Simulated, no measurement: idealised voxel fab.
Process module name: voxel released beams
This is section cut - it's 210 nm across, gridded in 5 nm square cells.
Cross-section format: a grid of square cells, given as bands from top to bottom; each band is one or more rows of cells. Read a band's entry like this: the first values are the height of its top and the height of its bottom in nm, and what follows is the sequence of materials from left to right, each with its width in nm. Note that "empty" is empty space, and that a single material marked "everywhere" reaches across the band from edge to edge. Convention: height 0 is the level below which the wafer, as received, is all one material. The lowest band does not terminate at the bottom but continues downward, represented as "z 0 and below". Width "30->40": first value at the band's top row of cells, second value at its bottom row, equal change from row to row. When a step is marked "same as before", none of the cells in the cross-section changed during that step. The entry titled "Enclosed internal voids" provides the empty spaces that have no open way to the top, restricted to those of 8 cells or more. Each is presented as width x height at distance, the distance being measured from the left edge, with all three in nm. That trailing text on a step's line, after the settings, is the simulator's own remark on the step. overlay nm: mask right of planned place by this much (step with mask). Neg. = left.
The process steps that were planned are listed below:
1,RECEIVE,material Si
2,CONFORMAL_DEP,material Al2O3,thk nm 10
3,DIRECTIONAL_DEP,material SiO2,thk nm 10
4,PATTERN,tone open,mask id ANCHOR,material resist,width nm 35,thk nm 15,overlay nm 0
5,DIRECTIONAL_ETCH,etch materials SiO2,depth nm 10
6,STRIP,etch materials resist
7,CONFORMAL_DEP,material SiN,thk nm 15
8,PATTERN,tone cover,mask id BEAM,material resist,width nm 105,thk nm 15,overlay nm 0
9,DIRECTIONAL_ETCH,etch materials SiN,depth nm 15
10,STRIP,etch materials resist
11,STRIP,etch materials SiO2
First wafer out of two, processed as planned:
Cross-section of the incoming wafer, state after step 1:
  z 0 and below = Si everywhere
  Enclosed internal voids: none
Step 2 done - wafer cross-section:
  z 10 to 0 = Al2O3 everywhere
  Everything below 0 is unchanged.
Step 3 done - wafer cross-section:
  z 20 to 10 = SiO2 everywhere
  Everything below 10 is unchanged.
Step 4 done - wafer cross-section:
  z 35 to 20 = 55 resist; 35 empty; 120 resist
  Everything below 20 is unchanged.
Step 5 done - wafer cross-section:
  z 35 to 20 = 55 resist; 35 empty; 120 resist
  z 20 to 10 = 55 SiO2; 35 empty; 120 SiO2
  Everything below 10 is unchanged.
Step 6 done - wafer cross-section:
  z 20 to 10 = 55 SiO2; 35 empty; 120 SiO2
  Everything below 10 is unchanged.
Step 7 done - wafer cross-section:
  z 35 to 25 = 70 SiN; 5 empty; 135 SiN
  z 25 to 20 = SiN everywhere
  z 20 to 10 = 55 SiO2; 35 SiN; 120 SiO2
  Everything below 10 is unchanged.
Step 8 done - wafer cross-section:
  z 50 to 35 = 50 empty; 105 resist; 55 empty
  z 35 to 25 = 70 SiN; 5 resist; 135 SiN
  Everything below 25 is unchanged.
Step 9 done - wafer cross-section:
  z 50 to 35 = 50 empty; 105 resist; 55 empty
  z 35 to 25 = 50 empty; 20 SiN; 5 resist; 80 SiN; 55 empty
  z 25 to 20 = 50 empty; 105 SiN; 55 empty
  Everything below 20 is unchanged.
Step 10 done - wafer cross-section:
  z 35 to 25 = 50 empty; 20 SiN; 5 empty; 80 SiN; 55 empty
  Everything below 25 is unchanged.
Step 11 done - wafer cross-section:
  z 35 to 25 = 50 empty; 20 SiN; 5 empty; 80 SiN; 55 empty
  z 25 to 20 = 50 empty; 105 SiN; 55 empty
  z 20 to 10 = 55 empty; 35 SiN; 120 empty
  Everything below 10 is unchanged.
What follows concerns the second wafer, which started out like the first and was meant to follow the very same plan; one mistake crept in when it was run, but everything up to and including step 7 is the same as for the first wafer:
What the second wafer looks like in cross-section when step 8 should have wrapped up:
  z 50 to 35 = 60 empty; 105 resist; 45 empty
  z 35 to 25 = 70 SiN; 5 resist; 135 SiN
  Everything below 25 is unchanged.
What the second wafer looks like in cross-section when step 9 should have wrapped up:
  z 50 to 35 = 60 empty; 105 resist; 45 empty
  z 35 to 25 = 60 empty; 10 SiN; 5 resist; 90 SiN; 45 empty
  z 25 to 20 = 60 empty; 105 SiN; 45 empty
  Everything below 20 is unchanged.
What the second wafer looks like in cross-section when step 10 should have wrapped up:
  z 35 to 25 = 60 empty; 10 SiN; 5 empty; 90 SiN; 45 empty
  Everything below 25 is unchanged.
What the second wafer looks like in cross-section when step 11 should have wrapped up:
  z 35 to 25 = 60 empty; 10 SiN; 5 empty; 90 SiN; 45 empty
  z 25 to 20 = 60 empty; 105 SiN; 45 empty
  z 20 to 10 = 55 empty; 35 SiN; 120 empty
  Everything below 10 is unchanged.
Finding, execution versus plan: step 8 did not happen as planned, as run it was PATTERN,tone cover,mask id BEAM,material resist,width nm 105,thk nm 15,overlay nm 10
By the end, you'd get the same cell count for each material on either wafer, but the second wafer puts them somewhere else.
